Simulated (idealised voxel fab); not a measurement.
The process module that follows is named voxel self aligned contacts.
Cross-section cut spans 200 nm and uses square cells 5 nm in size.
How to read a cross-section here: the picture is a grid of square cells, written as bands going from the top down, and any band can span one or more rows of cells.
Band: top height; bottom height; in nm. Then, left to right: material with width in nm, for each material. "all across": a single material spanning edge to edge. "empty": empty space.
Height reference: 0 = level under which incoming wafer is all one material. Lowest band: no bottom, runs on downward, e.g. "0 nm and below".
The two numbers in a width such as "30 to 40" mark its ends across the band: the first belongs to the top row of cells, the second to the bottom row, and from each row to the next the width moves by the same amount.
A step reported as "same as before" is a step in which no cell of the cross-section changed.
"Voids, fully enclosed" - sealed voids, min. 8 cells, no opening to top; format: width x height at distance (distance from left edge; nm throughout).
The remark found on a step's line after its settings is issued by the simulator itself and pertains to that step.
overlay nm: right-of-plan distance of the mask on a masked step; negative values mean left-of-plan.
-- plan
1: RECEIVE with material Si
2: OXIDIZE with depth nm 5
3: DIRECTIONAL_DEP with material polySi, thk nm 25
4: DIRECTIONAL_DEP with material SiN, thk nm 20
5: MASKED_ETCH with tone cover, mask id GATE, width nm 25, pitch nm 70, etch materials SiN, depth nm 20, overlay nm 0
6: MASKED_ETCH with tone cover, mask id GATE, width nm 25, pitch nm 70, etch materials polySi, depth nm 25, overlay nm 0
7: CONFORMAL_DEP with material SiN, thk nm 10
8: DIRECTIONAL_ETCH with etch materials SiN, depth nm 10
9: FILL_DEP with material SiO2, thk nm 15
10: CMP with height nm 55
11: DIRECTIONAL_DEP with material aC, thk nm 10
12: PATTERN with tone open, mask id CONTACT, material resist, width nm 55, pitch nm 70, thk nm 25, overlay nm 0
13: DIRECTIONAL_ETCH with etch materials aC, depth nm 10
14: STRIP with etch materials resist
15: DIRECTIONAL_ETCH with etch materials SiO2, depth nm 60
16: STRIP with etch materials aC
17: CONFORMAL_DEP with material TiN, thk nm 5
18: FILL_DEP with material W, thk nm 5
19: CMP with height nm 55
20: CONFORMAL_DEP with material SiCN, thk nm 5
-- Incoming wafer in cross-section (state: after step 1)
- 0 nm and below: Si all across
- Voids, fully enclosed: none
-- End state of the module in cross-section, given the above starting point and plan and one mistake in execution
- 60 nm to 55 nm: SiCN all across
- 55 nm to 50 nm: 35 of SiO2  20 of TiN  15 of W  20 of TiN  15 of SiO2  20 of TiN  15 of W  20 of TiN  40 of SiO2
- 50 nm to 35 nm: 5 of SiO2  45 of SiN  5 of TiN  15 of W  5 of TiN  45 of SiN  5 of TiN  15 of W  5 of TiN  45 of SiN  10 of SiO2
- 35 nm to 30 nm: 5 of SiO2  45 of SiN  25 of TiN  45 of SiN  25 of TiN  45 of SiN  10 of SiO2
- 30 nm to 25 nm: SiN all across
- 25 nm to 0 nm: polySi all across
- 0 nm to -5 nm: SiO2 all across
- -5 nm and below: Si all across
- Voids, fully enclosed: none
So what did we get wrong on this run? step 4 ran differently from the plan; actual operation with settings: DIRECTIONAL_DEP with material SiN, thk nm 25
